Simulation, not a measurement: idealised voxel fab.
process module | voxel wiring stack
cross-section cut | 190 nm wide | cells 5 nm
A cross-section is a grid of square cells, given in bands from the top down. A band is one or more rows of cells.
Each band's line starts with the height of the band's top and of its bottom, in nm. Then come its materials from left to right, each with its width in nm. One material with "throughout" fills the band from edge to edge. "air" is empty space.
Height 0 is the level under which the wafer as received is all one material. The lowest band goes on downwards, as in "0 down".
A width such as "30 to 40" changes by the same amount from each row of cells to the next, from the band's top row to its bottom row.
"no change" after a step means that no cell of the cross-section changed.
closed voids: empty space of 8 cells or more with no open way to the top, each as width x height at its distance from the left edge, in nm
after a step's settings: what the simulator itself notes on the step
overlay nm, on a step with a mask: how far to the right of its planned place the mask lay; to the left if negative
plan
1 op RECEIVE | material Si
2 op CONFORMAL_DEP | material SiO2 | thk nm 10
3 op CONFORMAL_DEP | material SiCN | thk nm 5
4 op DIRECTIONAL_DEP | material SiO2 | thk nm 25
5 op MASKED_ETCH | tone open | mask id METAL_1 | width nm 30 | pitch nm 55 | etch materials SiO2 | depth nm 25 | overlay nm 0
6 op MASKED_ETCH | tone open | mask id METAL_1 | width nm 30 | pitch nm 55 | etch materials SiCN | depth nm 5 | overlay nm 0
7 op CONFORMAL_DEP | material TiN | thk nm 5
8 op FILL_DEP | material Cu | thk nm 10
9 op CMP | height nm 40
10 op EPI | material Ru | thk nm 5
11 op FILL_DEP | material SiCN | thk nm 5
12 op DIRECTIONAL_DEP | material lowk | thk nm 10
13 op MASKED_ETCH | tone open | mask id PLUG_1 | width nm 15 | pitch nm 55 | etch materials lowk | depth nm 10 | overlay nm 0
14 op MASKED_ETCH | tone open | mask id PLUG_1 | width nm 15 | pitch nm 55 | etch materials SiCN | depth nm 5 | overlay nm 0
15 op EPI | material Ru | thk nm 10
16 op EPI | material Ru | thk nm 5
17 op DIRECTIONAL_DEP | material TiN | thk nm 5
18 op DIRECTIONAL_DEP | material W | thk nm 25
19 op PATTERN | tone cover | mask id METAL_2 | material resist | width nm 30 | pitch nm 55 | thk nm 20 | overlay nm 0
20 op DIRECTIONAL_ETCH | etch materials W | depth nm 25
21 op DIRECTIONAL_ETCH | etch materials TiN | depth nm 5
22 op STRIP | etch materials resist
23 op CONFORMAL_DEP | material SiCN | thk nm 5
24 op FILL_DEP | material lowk | thk nm 5
25 op CMP | height nm 90
26 op CONFORMAL_DEP | material SiCN | thk nm 5
27 op DIRECTIONAL_DEP | material lowk | thk nm 15
28 op DIRECTIONAL_DEP | material aC | thk nm 15
29 op PATTERN | tone open | mask id PLUG_2 | material resist | width nm 15 | thk nm 30 | overlay nm 0
30 op DIRECTIONAL_ETCH | etch materials aC | depth nm 15
31 op STRIP | etch materials resist
32 op DIRECTIONAL_ETCH | etch materials lowk | depth nm 15
33 op DIRECTIONAL_ETCH | etch materials SiCN | depth nm 5
34 op STRIP | etch materials aC
35 op EPI | material Ru | thk nm 10
36 op EPI | material Ru | thk nm 10
37 op DIRECTIONAL_DEP | material TiN | thk nm 5
38 op DIRECTIONAL_DEP | material Ru | thk nm 15
39 op DIRECTIONAL_DEP | material aC | thk nm 15
40 op PATTERN | tone cover | mask id METAL_3 | material resist | width nm 30 | pitch nm 55 | thk nm 30 | overlay nm 0
41 op DIRECTIONAL_ETCH | etch materials aC | depth nm 15
42 op STRIP | etch materials resist
43 op DIRECTIONAL_ETCH | etch materials Ru | depth nm 15
44 op DIRECTIONAL_ETCH | etch materials TiN | depth nm 5
45 op STRIP | etch materials aC
46 op CONFORMAL_DEP | material SiN | thk nm 5
47 op FILL_DEP | material SiO2 | thk nm 10
48 op CMP | height nm 130
49 op CONFORMAL_DEP | material SiN | thk nm 5
first wafer, as planned
as received, after step 1
  0 down: Si throughout
  closed voids: none
after step 2
  10 to 0: SiO2 throughout
  below 0: unchanged
after step 3
  15 to 10: SiCN throughout
  below 10: unchanged
after step 4
  40 to 15: SiO2 throughout
  below 15: unchanged
after step 5
  40 to 15: SiO2 50 | air 30 | SiO2 25 | air 30 | SiO2 55
  below 15: unchanged
after step 6
  40 to 15: SiO2 50 | air 30 | SiO2 25 | air 30 | SiO2 55
  15 to 10: SiCN 50 | air 30 | SiCN 25 | air 30 | SiCN 55
  below 10: unchanged
after step 7
  45 to 40: TiN 55 | air 20 | TiN 35 | air 20 | TiN 60
  40 to 15: SiO2 50 | TiN 5 | air 20 | TiN 5 | SiO2 25 | TiN 5 | air 20 | TiN 5 | SiO2 55
  15 to 10: SiCN 50 | TiN 30 | SiCN 25 | TiN 30 | SiCN 55
  below 10: unchanged
after step 8
  55 to 45: Cu throughout
  45 to 40: TiN 55 | Cu 20 | TiN 35 | Cu 20 | TiN 60
  40 to 15: SiO2 50 | TiN 5 | Cu 20 | TiN 5 | SiO2 25 | TiN 5 | Cu 20 | TiN 5 | SiO2 55
  below 15: unchanged
after step 9
  40 to 15: SiO2 50 | TiN 5 | Cu 20 | TiN 5 | SiO2 25 | TiN 5 | Cu 20 | TiN 5 | SiO2 55
  below 15: unchanged
after step 10
  45 to 40: air 45 | Ru 40 | air 15 | Ru 40 | air 50
  below 40: unchanged
after step 11
  50 to 45: SiCN throughout
  45 to 40: SiCN 45 | Ru 40 | SiCN 15 | Ru 40 | SiCN 50
  below 40: unchanged
after step 12
  60 to 50: lowk throughout
  below 50: unchanged
after step 13
  60 to 50: lowk 50 | air 15 | lowk 40 | air 15 | lowk 70
  below 50: unchanged
after step 14
  60 to 50: lowk 50 | air 15 | lowk 40 | air 15 | lowk 70
  50 to 45: SiCN 50 | air 15 | SiCN 40 | air 15 | SiCN 70
  below 45: unchanged
after step 15
  60 to 55: lowk 50 | air 15 | lowk 40 | air 15 | lowk 70
  55 to 50: lowk 50 | Ru 15 | lowk 40 | Ru 15 | lowk 70
  50 to 40: SiCN 50 to 45 | Ru 15 to 40 | SiCN 40 to 15 | Ru 15 to 40 | SiCN 70 to 50
  below 40: unchanged
after step 16
  60 to 50: lowk 50 | Ru 15 | lowk 40 | Ru 15 | lowk 70
  below 50: unchanged
after step 17
  65 to 60: TiN throughout
  below 60: unchanged
after step 18
  90 to 65: W throughout
  below 65: unchanged
after step 19
  110 to 90: air 50 | resist 30 | air 25 | resist 30 | air 55
  below 90: unchanged
after step 20
  110 to 90: air 50 | resist 30 | air 25 | resist 30 | air 55
  90 to 65: air 50 | W 30 | air 25 | W 30 | air 55
  below 65: unchanged
after step 21
  110 to 90: air 50 | resist 30 | air 25 | resist 30 | air 55
  90 to 65: air 50 | W 30 | air 25 | W 30 | air 55
  65 to 60: air 50 | TiN 30 | air 25 | TiN 30 | air 55
  below 60: unchanged
after step 22
  90 to 65: air 50 | W 30 | air 25 | W 30 | air 55
  below 65: unchanged
after step 23
  95 to 90: air 45 | SiCN 40 | air 15 | SiCN 40 | air 50
  90 to 65: air 45 | SiCN 5 | W 30 | SiCN 5 | air 15 | SiCN 5 | W 30 | SiCN 5 | air 50
  65 to 60: SiCN 50 | TiN 30 | SiCN 25 | TiN 30 | SiCN 55
  below 60: unchanged
after step 24
  100 to 95: lowk throughout
  95 to 90: lowk 45 | SiCN 40 | lowk 15 | SiCN 40 | lowk 50
  90 to 65: lowk 45 | SiCN 5 | W 30 | SiCN 5 | lowk 15 | SiCN 5 | W 30 | SiCN 5 | lowk 50
  below 65: unchanged
after step 25
  90 to 65: lowk 45 | SiCN 5 | W 30 | SiCN 5 | lowk 15 | SiCN 5 | W 30 | SiCN 5 | lowk 50
  below 65: unchanged
after step 26
  95 to 90: SiCN throughout
  below 90: unchanged
after step 27
  110 to 95: lowk throughout
  below 95: unchanged
after step 28
  125 to 110: aC throughout
  below 110: unchanged
after step 29
  155 to 125: resist 50 | air 15 | resist 125
  below 125: unchanged
after step 30
  140 to 125: resist 50 | air 15 | resist 125
  125 to 110: aC 50 | air 15 | aC 125
  below 110: unchanged
after step 31
  125 to 110: aC 50 | air 15 | aC 125
  below 110: unchanged
after step 32
  125 to 110: aC 50 | air 15 | aC 125
  110 to 95: lowk 50 | air 15 | lowk 125
  below 95: unchanged
after step 33
  125 to 110: aC 50 | air 15 | aC 125
  110 to 95: lowk 50 | air 15 | lowk 125
  95 to 90: SiCN 50 | air 15 | SiCN 125
  below 90: unchanged
after step 34
  110 to 95: lowk 50 | air 15 | lowk 125
  below 95: unchanged
after step 35
  110 to 100: lowk 50 | air 15 | lowk 125
  100 to 95: lowk 50 | Ru 15 | lowk 125
  95 to 90: SiCN 50 | Ru 15 | SiCN 125
  below 90: unchanged
after step 36
  110 to 95: lowk 50 | Ru 15 | lowk 125
  below 95: unchanged
after step 37
  115 to 110: TiN throughout
  below 110: unchanged
after step 38
  130 to 115: Ru throughout
  below 115: unchanged
after step 39
  145 to 130: aC throughout
  below 130: unchanged
after step 40
  175 to 145: air 50 | resist 30 | air 25 | resist 30 | air 55
  below 145: unchanged
after step 41
  160 to 145: air 50 | resist 30 | air 25 | resist 30 | air 55
  145 to 130: air 50 | aC 30 | air 25 | aC 30 | air 55
  below 130: unchanged
after step 42
  145 to 130: air 50 | aC 30 | air 25 | aC 30 | air 55
  below 130: unchanged
after step 43
  145 to 130: air 50 | aC 30 | air 25 | aC 30 | air 55
  130 to 115: air 50 | Ru 30 | air 25 | Ru 30 | air 55
  below 115: unchanged
after step 44
  145 to 130: air 50 | aC 30 | air 25 | aC 30 | air 55
  130 to 115: air 50 | Ru 30 | air 25 | Ru 30 | air 55
  115 to 110: air 50 | TiN 30 | air 25 | TiN 30 | air 55
  below 110: unchanged
after step 45
  130 to 115: air 50 | Ru 30 | air 25 | Ru 30 | air 55
  below 115: unchanged
after step 46
  135 to 130: air 45 | SiN 40 | air 15 | SiN 40 | air 50
  130 to 115: air 45 | SiN 5 | Ru 30 | SiN 5 | air 15 | SiN 5 | Ru 30 | SiN 5 | air 50
  115 to 110: SiN 50 | TiN 30 | SiN 25 | TiN 30 | SiN 55
  below 110: unchanged
after step 47
  145 to 135: SiO2 throughout
  135 to 130: SiO2 45 | SiN 40 | SiO2 15 | SiN 40 | SiO2 50
  130 to 115: SiO2 45 | SiN 5 | Ru 30 | SiN 5 | SiO2 15 | SiN 5 | Ru 30 | SiN 5 | SiO2 50
  below 115: unchanged
after step 48
  130 to 115: SiO2 45 | SiN 5 | Ru 30 | SiN 5 | SiO2 15 | SiN 5 | Ru 30 | SiN 5 | SiO2 50
  below 115: unchanged
after step 49
  135 to 130: SiN throughout
  below 130: unchanged
second wafer: like start, like plan, one mistake. Through step 10 it matches the first wafer
when step 11 should have ended: no change
when step 12 should have ended
  55 to 50: air 45 | lowk 40 | air 15 | lowk 40 | air 50
  50 to 45: lowk throughout
  45 to 40: lowk 45 | Ru 40 | lowk 15 | Ru 40 | lowk 50
  below 40: unchanged
when step 13 should have ended
  55 to 50: air 45 | lowk 5 | air 15 | lowk 20 | air 15 | lowk 5 | air 15 | lowk 20 | air 50
  50 to 45: lowk 50 | air 15 | lowk 40 | air 15 | lowk 70
  below 45: unchanged
when step 14 should have ended: no change
when step 15 should have ended
  55 to 50: air 45 | lowk 5 | Ru 15 | lowk 20 | air 15 | lowk 5 | Ru 15 | lowk 20 | air 50
  50 to 40: lowk 50 to 45 | Ru 15 to 40 | lowk 40 to 15 | Ru 15 to 40 | lowk 70 to 50
  below 40: unchanged
when step 16 should have ended
  60 to 55: air 45 | Ru 25 | air 30 | Ru 25 | air 65
  below 55: unchanged
when step 17 should have ended
  65 to 60: air 45 | TiN 25 | air 30 | TiN 25 | air 65
  60 to 55: air 45 | Ru 25 | TiN 15 | air 15 | Ru 25 | TiN 15 | air 50
  55 to 50: TiN 45 | lowk 5 | Ru 15 | lowk 20 | TiN 15 | lowk 5 | Ru 15 | lowk 20 | TiN 50
  below 50: unchanged
when step 18 should have ended
  90 to 80: air 45 | W 25 to 40 | air 30 to 15 | W 25 to 40 | air 65 to 50
  80 to 65: W throughout
  65 to 60: W 45 | TiN 25 | W 30 | TiN 25 | W 65
  60 to 55: W 45 | Ru 25 | TiN 15 | W 15 | Ru 25 | TiN 15 | W 50
  below 55: unchanged
when step 19 should have ended
  110 to 90: air 50 | resist 30 | air 25 | resist 30 | air 55
  90 to 85: air 45 | W 25 | resist 10 | air 20 | W 25 | resist 10 | air 55
  below 85: unchanged
when step 20 should have ended
  110 to 90: air 50 | resist 30 | air 25 | resist 30 | air 55
  90 to 85: air 50 | W 20 | resist 10 | air 25 | W 20 | resist 10 | air 55
  85 to 65: air 50 | W 30 | air 25 | W 30 | air 55
  65 to 60: air 45 | TiN 25 | W 10 | air 20 | TiN 25 | W 10 | air 55
  60 to 55: air 45 | Ru 25 | TiN 15 | air 15 | Ru 25 | TiN 15 | air 50
  below 55: unchanged
when step 21 should have ended
  110 to 90: air 50 | resist 30 | air 25 | resist 30 | air 55
  90 to 85: air 50 | W 20 | resist 10 | air 25 | W 20 | resist 10 | air 55
  85 to 65: air 50 | W 30 | air 25 | W 30 | air 55
  65 to 60: air 50 | TiN 20 | W 10 | air 25 | TiN 20 | W 10 | air 55
  60 to 55: air 45 | Ru 25 | TiN 10 | air 20 | Ru 25 | TiN 10 | air 55
  55 to 50: air 45 | lowk 5 | Ru 15 | lowk 20 | air 15 | lowk 5 | Ru 15 | lowk 20 | air 50
  below 50: unchanged
when step 22 should have ended
  90 to 85: air 50 | W 20 | air 35 | W 20 | air 65
  below 85: unchanged
when step 23 should have ended
  95 to 90: air 45 | SiCN 30 | air 25 | SiCN 30 | air 60
  90 to 85: air 45 | SiCN 5 | W 20 | SiCN 15 | air 15 | SiCN 5 | W 20 | SiCN 15 | air 50
  85 to 65: air 45 | SiCN 5 | W 30 | SiCN 5 | air 15 | SiCN 5 | W 30 | SiCN 5 | air 50
  65 to 60: air 40 | SiCN 10 | TiN 20 | W 10 | SiCN 5 | air 10 | SiCN 10 | TiN 20 | W 10 | SiCN 5 | air 50
  60 to 55: air 40 | SiCN 5 | Ru 25 | TiN 10 | SiCN 10 | air 5 | SiCN 5 | Ru 25 | TiN 10 | SiCN 10 | air 45
  55 to 50: SiCN 45 | lowk 5 | Ru 15 | lowk 20 | SiCN 15 | lowk 5 | Ru 15 | lowk 20 | SiCN 50
  below 50: unchanged
when step 24 should have ended
  100 to 95: lowk throughout
  95 to 90: lowk 45 | SiCN 30 | lowk 25 | SiCN 30 | lowk 60
  90 to 85: lowk 45 | SiCN 5 | W 20 | SiCN 15 | lowk 15 | SiCN 5 | W 20 | SiCN 15 | lowk 50
  85 to 65: lowk 45 | SiCN 5 | W 30 | SiCN 5 | lowk 15 | SiCN 5 | W 30 | SiCN 5 | lowk 50
  65 to 60: lowk 40 | SiCN 10 | TiN 20 | W 10 | SiCN 5 | lowk 10 | SiCN 10 | TiN 20 | W 10 | SiCN 5 | lowk 50
  60 to 55: lowk 40 | SiCN 5 | Ru 25 | TiN 10 | SiCN 10 | lowk 5 | SiCN 5 | Ru 25 | TiN 10 | SiCN 10 | lowk 45
  below 55: unchanged
when step 25 should have ended
  90 to 85: lowk 45 | SiCN 5 | W 20 | SiCN 15 | lowk 15 | SiCN 5 | W 20 | SiCN 15 | lowk 50
  below 85: unchanged
when step 26 should have ended
  95 to 90: SiCN throughout
  below 90: unchanged
when step 27 should have ended
  110 to 95: lowk throughout
  below 95: unchanged
when step 28 should have ended
  125 to 110: aC throughout
  below 110: unchanged
when step 29 should have ended
  155 to 125: resist 50 | air 15 | resist 125
  below 125: unchanged
when step 30 should have ended
  140 to 125: resist 50 | air 15 | resist 125
  125 to 110: aC 50 | air 15 | aC 125
  below 110: unchanged
when step 31 should have ended
  125 to 110: aC 50 | air 15 | aC 125
  below 110: unchanged
when step 32 should have ended
  125 to 110: aC 50 | air 15 | aC 125
  110 to 95: lowk 50 | air 15 | lowk 125
  below 95: unchanged
when step 33 should have ended
  125 to 110: aC 50 | air 15 | aC 125
  110 to 95: lowk 50 | air 15 | lowk 125
  95 to 90: SiCN 50 | air 15 | SiCN 125
  below 90: unchanged
when step 34 should have ended
  110 to 95: lowk 50 | air 15 | lowk 125
  below 95: unchanged
when step 35 should have ended
  110 to 100: lowk 50 | air 15 | lowk 125
  100 to 95: lowk 50 | Ru 15 | lowk 125
  95 to 90: SiCN 50 | Ru 15 | SiCN 125
  below 90: unchanged
when step 36 should have ended
  110 to 95: lowk 50 | Ru 15 | lowk 125
  below 95: unchanged
when step 37 should have ended
  115 to 110: TiN throughout
  below 110: unchanged
when step 38 should have ended
  130 to 115: Ru throughout
  below 115: unchanged
when step 39 should have ended
  145 to 130: aC throughout
  below 130: unchanged
when step 40 should have ended
  175 to 145: air 50 | resist 30 | air 25 | resist 30 | air 55
  below 145: unchanged
when step 41 should have ended
  160 to 145: air 50 | resist 30 | air 25 | resist 30 | air 55
  145 to 130: air 50 | aC 30 | air 25 | aC 30 | air 55
  below 130: unchanged
when step 42 should have ended
  145 to 130: air 50 | aC 30 | air 25 | aC 30 | air 55
  below 130: unchanged
when step 43 should have ended
  145 to 130: air 50 | aC 30 | air 25 | aC 30 | air 55
  130 to 115: air 50 | Ru 30 | air 25 | Ru 30 | air 55
  below 115: unchanged
when step 44 should have ended
  145 to 130: air 50 | aC 30 | air 25 | aC 30 | air 55
  130 to 115: air 50 | Ru 30 | air 25 | Ru 30 | air 55
  115 to 110: air 50 | TiN 30 | air 25 | TiN 30 | air 55
  below 110: unchanged
when step 45 should have ended
  130 to 115: air 50 | Ru 30 | air 25 | Ru 30 | air 55
  below 115: unchanged
when step 46 should have ended
  135 to 130: air 45 | SiN 40 | air 15 | SiN 40 | air 50
  130 to 115: air 45 | SiN 5 | Ru 30 | SiN 5 | air 15 | SiN 5 | Ru 30 | SiN 5 | air 50
  115 to 110: SiN 50 | TiN 30 | SiN 25 | TiN 30 | SiN 55
  below 110: unchanged
when step 47 should have ended
  145 to 135: SiO2 throughout
  135 to 130: SiO2 45 | SiN 40 | SiO2 15 | SiN 40 | SiO2 50
  130 to 115: SiO2 45 | SiN 5 | Ru 30 | SiN 5 | SiO2 15 | SiN 5 | Ru 30 | SiN 5 | SiO2 50
  below 115: unchanged
when step 48 should have ended
  130 to 115: SiO2 45 | SiN 5 | Ru 30 | SiN 5 | SiO2 15 | SiN 5 | Ru 30 | SiN 5 | SiO2 50
  below 115: unchanged
when step 49 should have ended
  135 to 130: SiN throughout
  below 130: unchanged
what went wrong: step 11 was left out
at the end the second wafer has, in cells: 4 more of Ru | 42 fewer of SiCN | 38 more of lowk
